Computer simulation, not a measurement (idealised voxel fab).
Documented hereafter: the process module known as voxel self aligned vias.
Cross-sectional view cut (width: 220 nm; square cell size: 5 nm).
Each cross-section below is a grid of square cells, stated as bands in top-down order, with one or more rows of cells making up each band.
Top, bottom (nm), then materials left to right with widths (nm); lone material tagged "full width" fills the whole band edge to edge; "blank" = empty space.
Heights are expressed relative to 0, this being the level below which the as-received wafer comprises one material exclusively. The lowest band is unbounded in the downward direction and is denoted as in "0 and below".
The expression "30 to 40" gives the width at the extremes of the band, the first number at its top row of cells and the second at its bottom row, with the width changing by equal amounts from each row to the next in between.
For the purposes of this document, the phrase "no alterations made" attached to a step denotes that no cell within the cross-section was modified by that step.
The label "Closed void entries" introduces a list of the empty spaces, 8 cells or larger, that have no open way up to the top; each entry in it reads width x height at distance, where the distance is taken from the left edge and all three are stated in nm.
Past the settings on a step's line: simulator remark, on that step.
overlay nm, on a step with a mask: how far to the right of its planned place the mask lay; to the left if negative

Planned step list for the process
step 1: RECEIVE: material Si
step 2: CONFORMAL_DEP: material SiO2, thk nm 15
step 3: CONFORMAL_DEP: material SiCN, thk nm 5
step 4: DIRECTIONAL_DEP: material lowk, thk nm 30
step 5: MASKED_ETCH: tone open, mask id LINES, width nm 25, pitch nm 50, etch materials lowk, depth nm 30, overlay nm 0
step 6: CONFORMAL_DEP: material TiN, thk nm 5
step 7: FILL_DEP: material W, thk nm 5
step 8: CMP: height nm 40
step 9: SELECTIVE_ETCH: etch materials W Ru TiN, depth nm 5
step 10: FILL_DEP: material SiN, thk nm 10
step 11: CMP: height nm 50
step 12: DIRECTIONAL_DEP: material lowk, thk nm 20
step 13: PATTERN: tone open, mask id VIAS, material resist, width nm 35, pitch nm 50, thk nm 15, overlay nm 0
step 14: DIRECTIONAL_ETCH: etch materials lowk, depth nm 20
step 15: DIRECTIONAL_ETCH: etch materials SiN, depth nm 5
step 16: STRIP: etch materials resist
step 17: CONFORMAL_DEP: material TiN, thk nm 5
step 18: FILL_DEP: material Cu, thk nm 5
step 19: CMP: height nm 70
step 20: CONFORMAL_DEP: material SiN, thk nm 5
The plan shows the height nm of step 8 as the first wafer had it; this setting differs between the wafers, which start out alike.

Sectional view: first of several wafers, as received, after step 1
    0 and below  Si full width
    Closed void entries: none

Table: wafers, a row each; end-of-module cell change per material since receipt, gain (+), loss (-); then closed voids
height nm 40; +60 Cu; +44 SiCN; +126 SiN; +132 SiO2; +72 TiN; +18 W; +208 lowk; Closed void entries: none
height nm 45; +60 Cu; +44 SiCN; +82 SiN; +132 SiO2; +78 TiN; +27 W; +237 lowk; Closed void entries: none
height nm 50; +54 Cu; +44 SiCN; +44 SiN; +132 SiO2; +84 TiN; +36 W; +266 lowk; Closed void entries: none
height nm 55; +45 Cu; +44 SiCN; +44 SiN; +132 SiO2; +84 TiN; +45 W; +266 lowk; Closed void entries: none
height nm 60; +45 Cu; +44 SiCN; +44 SiN; +132 SiO2; +84 TiN; +45 W; +266 lowk; Closed void entries: none
